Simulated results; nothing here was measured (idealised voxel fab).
process module | voxel released beams
cross-section cut | 160 nm wide | cells 5 nm
A cross-section is a grid of square cells, given in bands from the top down. A band is one or more rows of cells.
Each band's line starts with the height of the band's top and of its bottom, in nm. Then come its materials from left to right, each with its width in nm. One material with "throughout" fills the band from edge to edge. "air" is empty space.
Height 0 is the level under which the wafer as received is all one material. The lowest band goes on downwards, as in "0 down".
A width such as "30 to 40" changes by the same amount from each row of cells to the next, from the band's top row to its bottom row.
"no change" after a step means that no cell of the cross-section changed.
closed voids: empty space of 8 cells or more with no open way to the top, each as width x height at its distance from the left edge, in nm
after a step's settings: what the simulator itself notes on the step
overlay nm, on a step with a mask: how far to the right of its planned place the mask lay; to the left if negative
plan
1 op RECEIVE | material Si
2 op CONFORMAL_DEP | material SiN | thk nm 10
3 op DIRECTIONAL_DEP | material SiO2 | thk nm 15
4 op PATTERN | tone open | mask id ANCHOR | material resist | width nm 40 | thk nm 20 | overlay nm 0
5 op DIRECTIONAL_ETCH | etch materials SiO2 | depth nm 15
6 op STRIP | etch materials resist
7 op CONFORMAL_DEP | material TiN | thk nm 15
8 op PATTERN | tone cover | mask id BEAM | material resist | width nm 90 | thk nm 15 | overlay nm 0
9 op DIRECTIONAL_ETCH | etch materials TiN | depth nm 15
10 op STRIP | etch materials resist
11 op STRIP | etch materials SiO2
as received, after step 1
  0 down: Si throughout
  closed voids: none
first wafer at the end, as planned
  40 to 25: air 30 | TiN 20 | air 10 | TiN 60 | air 40
  25 to 10: air 35 | TiN 40 | air 85
  10 to 0: SiN throughout
  0 down: Si throughout
  closed voids: none
second wafer at the end: like start, like plan, one mistake
  40 to 25: air 35 | TiN 15 | air 10 | TiN 60 | air 40
  25 to 10: air 35 | TiN 40 | air 85
  10 to 0: SiN throughout
  0 down: Si throughout
  closed voids: none
what went wrong: step 8 ran as: op PATTERN | tone cover | mask id BEAM | material resist | width nm 85 | thk nm 15 | overlay nm 0
at the end the second wafer has, in cells: 3 fewer of TiN
